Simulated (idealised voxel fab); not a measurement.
Title: Process Module voxel wiring stack
Section shown: cut. Width: 170 nm. Cell size: 5 nm, square.
Square cells in a grid make up a cross-section in this document, and the grid is given as bands, listed from the top down, each one or more rows of cells. Read a band's entry like this: the first values are the height of its top and the height of its bottom in nm, and what follows is the sequence of materials from left to right, each with its width in nm. Note that "air" is empty space, and that a single material marked "full width" reaches across the band from edge to edge. Height 0 is the level under which the wafer as received is all one material. The lowest band goes on downwards, as in "0 nm and below". The expression "30->40" gives the width at the extremes of the band, the first number at its top row of cells and the second at its bottom row, with the width changing by equal amounts from each row to the next in between. Where a step carries "identical to before", the cross-section came out of it unchanged, cell for cell. "Closed void inventory": sealed empty spaces, 8 cells or more, no open way to top, listed width x height at distance, with distance from the left edge and width, height and distance in nm. Where a step's line continues beyond its settings, the continuation is a remark by the simulator itself on that step. Steps that use a mask can have "overlay nm" on their line. It says how far the mask sat to the right of where it was meant to be. Negative means to the left.

**The following list gives the planned process steps**
step 1: RECEIVE | material Si
step 2: CONFORMAL_DEP | material SiO2 | thk nm 10
step 3: CONFORMAL_DEP | material SiN | thk nm 5
step 4: DIRECTIONAL_DEP | material lowk | thk nm 15
step 5: PATTERN | tone open | mask id METAL_1 | material resist | width nm 20 | pitch nm 35 | thk nm 20 | overlay nm 0
step 6: DIRECTIONAL_ETCH | etch materials lowk | depth nm 15
step 7: DIRECTIONAL_ETCH | etch materials SiN | depth nm 5
step 8: STRIP | etch materials resist
step 9: CONFORMAL_DEP | material TiN | thk nm 5
step 10: FILL_DEP | material Ru | thk nm 10
step 11: CMP | height nm 30
step 12: EPI | material Ru | thk nm 5
step 13: FILL_DEP | material SiCN | thk nm 5
step 14: DIRECTIONAL_DEP | material SiO2 | thk nm 10
step 15: DIRECTIONAL_DEP | material aC | thk nm 15
step 16: PATTERN | tone open | mask id PLUG_1 | material resist | width nm 15 | pitch nm 35 | thk nm 35 | overlay nm 0
step 17: DIRECTIONAL_ETCH | etch materials aC | depth nm 15
step 18: STRIP | etch materials resist
step 19: DIRECTIONAL_ETCH | etch materials SiO2 | depth nm 10
step 20: DIRECTIONAL_ETCH | etch materials SiCN | depth nm 5
step 21: STRIP | etch materials aC
step 22: EPI | material Ru | thk nm 10
step 23: EPI | material Ru | thk nm 5
step 24: CONFORMAL_DEP | material SiN | thk nm 5
step 25: DIRECTIONAL_DEP | material lowk | thk nm 15
step 26: MASKED_ETCH | tone open | mask id METAL_2 | width nm 20 | pitch nm 35 | etch materials lowk | depth nm 15 | overlay nm 0
step 27: MASKED_ETCH | tone open | mask id METAL_2 | width nm 20 | pitch nm 35 | etch materials SiN | depth nm 5 | overlay nm 0
step 28: CONFORMAL_DEP | material TiN | thk nm 5
step 29: FILL_DEP | material W | thk nm 5
step 30: CMP | height nm 70
step 31: EPI | material Ru | thk nm 5
step 32: FILL_DEP | material SiCN | thk nm 5
step 33: DIRECTIONAL_DEP | material SiO2 | thk nm 30
step 34: MASKED_ETCH | tone open | mask id METAL_3 | width nm 20 | pitch nm 35 | etch materials SiO2 | depth nm 15 | overlay nm 0
step 35: PATTERN | tone open | mask id METAL_3_HOLES | material resist | width nm 15 | pitch nm 35 | thk nm 15 | overlay nm 0
step 36: DIRECTIONAL_ETCH | etch materials SiO2 | depth nm 15
step 37: DIRECTIONAL_ETCH | etch materials SiCN | depth nm 5
step 38: STRIP | etch materials resist
step 39: CONFORMAL_DEP | material TiN | thk nm 5
step 40: FILL_DEP | material Ru | thk nm 10
step 41: CMP | height nm 110
step 42: CONFORMAL_DEP | material SiN | thk nm 5

**Cross-section of the wafer at receipt, which is the condition after step 1**
0 nm and below: Si full width
Closed void inventory: none

**Cross-section: first of two wafers, module finished, run according to plan**
115 nm to 110 nm: SiN full width
110 nm to 100 nm: 20 SiO2 / 5 TiN / 10 Ru / 5 TiN / 15 SiO2 / 5 TiN / 10 Ru / 5 TiN / 15 SiO2 / 5 TiN / 10 Ru / 5 TiN / 15 SiO2 / 5 TiN / 10 Ru / 5 TiN / 25 SiO2
100 nm to 95 nm: 20 SiO2 / 5 TiN / 5 Ru / 10 TiN / 15 SiO2 / 5 TiN / 5 Ru / 10 TiN / 15 SiO2 / 5 TiN / 5 Ru / 10 TiN / 15 SiO2 / 5 TiN / 5 Ru / 10 TiN / 25 SiO2
95 nm to 80 nm: 20 SiO2 / 5 TiN / 5 Ru / 5 TiN / 20 SiO2 / 5 TiN / 5 Ru / 5 TiN / 20 SiO2 / 5 TiN / 5 Ru / 5 TiN / 20 SiO2 / 5 TiN / 5 Ru / 5 TiN / 30 SiO2
80 nm to 75 nm: 20 SiCN / 15 TiN / 20 SiCN / 15 TiN / 20 SiCN / 15 TiN / 20 SiCN / 15 TiN / 30 SiCN
75 nm to 70 nm: 15 SiCN / 30 Ru / 5 SiCN / 30 Ru / 5 SiCN / 30 Ru / 5 SiCN / 30 Ru / 20 SiCN
70 nm to 55 nm: 20 lowk / 5 TiN / 10 W / 5 TiN / 15 lowk / 5 TiN / 10 W / 5 TiN / 15 lowk / 5 TiN / 10 W / 5 TiN / 15 lowk / 5 TiN / 10 W / 5 TiN / 25 lowk
55 nm to 50 nm: 20 SiN / 20 TiN / 15 SiN / 20 TiN / 15 SiN / 20 TiN / 15 SiN / 20 TiN / 25 SiN
50 nm to 40 nm: 20 SiO2 / 15 Ru / 20 SiO2 / 15 Ru / 20 SiO2 / 15 Ru / 20 SiO2 / 15 Ru / 30 SiO2
40 nm to 30 nm: 20->15 SiCN / 15->30 Ru / 20->5 SiCN / 15->30 Ru / 20->5 SiCN / 15->30 Ru / 20->5 SiCN / 15->30 Ru / 30->20 SiCN
30 nm to 15 nm: 20 lowk / 5 TiN / 10 Ru / 5 TiN / 15 lowk / 5 TiN / 10 Ru / 5 TiN / 15 lowk / 5 TiN / 10 Ru / 5 TiN / 15 lowk / 5 TiN / 10 Ru / 5 TiN / 25 lowk
15 nm to 10 nm: 20 SiN / 20 TiN / 15 SiN / 20 TiN / 15 SiN / 20 TiN / 15 SiN / 20 TiN / 25 SiN
10 nm to 0 nm: SiO2 full width
0 nm and below: Si full width
Closed void inventory: none

**Here's the second of our two wafers sectioned at module end. Same start as the first, same plan, but one mistake got made running it**
125 nm to 120 nm: SiN full width
120 nm to 115 nm: Ru full width
115 nm to 110 nm: 25 TiN / 10 Ru / 25 TiN / 10 Ru / 25 TiN / 10 Ru / 25 TiN / 10 Ru / 30 TiN
110 nm to 100 nm: 20 SiO2 / 5 TiN / 10 Ru / 5 TiN / 15 SiO2 / 5 TiN / 10 Ru / 5 TiN / 15 SiO2 / 5 TiN / 10 Ru / 5 TiN / 15 SiO2 / 5 TiN / 10 Ru / 5 TiN / 25 SiO2
100 nm to 95 nm: 20 SiO2 / 5 TiN / 5 Ru / 10 TiN / 15 SiO2 / 5 TiN / 5 Ru / 10 TiN / 15 SiO2 / 5 TiN / 5 Ru / 10 TiN / 15 SiO2 / 5 TiN / 5 Ru / 10 TiN / 25 SiO2
95 nm to 80 nm: 20 SiO2 / 5 TiN / 5 Ru / 5 TiN / 20 SiO2 / 5 TiN / 5 Ru / 5 TiN / 20 SiO2 / 5 TiN / 5 Ru / 5 TiN / 20 SiO2 / 5 TiN / 5 Ru / 5 TiN / 30 SiO2
80 nm to 75 nm: 20 SiCN / 15 TiN / 20 SiCN / 15 TiN / 20 SiCN / 15 TiN / 20 SiCN / 15 TiN / 30 SiCN
75 nm to 70 nm: 15 SiCN / 30 Ru / 5 SiCN / 30 Ru / 5 SiCN / 30 Ru / 5 SiCN / 30 Ru / 20 SiCN
70 nm to 55 nm: 20 lowk / 5 TiN / 10 W / 5 TiN / 15 lowk / 5 TiN / 10 W / 5 TiN / 15 lowk / 5 TiN / 10 W / 5 TiN / 15 lowk / 5 TiN / 10 W / 5 TiN / 25 lowk
55 nm to 50 nm: 20 SiN / 20 TiN / 15 SiN / 20 TiN / 15 SiN / 20 TiN / 15 SiN / 20 TiN / 25 SiN
50 nm to 40 nm: 20 SiO2 / 15 Ru / 20 SiO2 / 15 Ru / 20 SiO2 / 15 Ru / 20 SiO2 / 15 Ru / 30 SiO2
40 nm to 30 nm: 20->15 SiCN / 15->30 Ru / 20->5 SiCN / 15->30 Ru / 20->5 SiCN / 15->30 Ru / 20->5 SiCN / 15->30 Ru / 30->20 SiCN
30 nm to 15 nm: 20 lowk / 5 TiN / 10 Ru / 5 TiN / 15 lowk / 5 TiN / 10 Ru / 5 TiN / 15 lowk / 5 TiN / 10 Ru / 5 TiN / 15 lowk / 5 TiN / 10 Ru / 5 TiN / 25 lowk
15 nm to 10 nm: 20 SiN / 20 TiN / 15 SiN / 20 TiN / 15 SiN / 20 TiN / 15 SiN / 20 TiN / 25 SiN
10 nm to 0 nm: SiO2 full width
0 nm and below: Si full width
Closed void inventory: none
What broke from the plan during processing? off-plan run, step 41, actual operation and settings CMP | height nm 120
The closing comparison, in cells, has the second wafer with more or fewer of some materials than the first: +42 Ru, +26 TiN
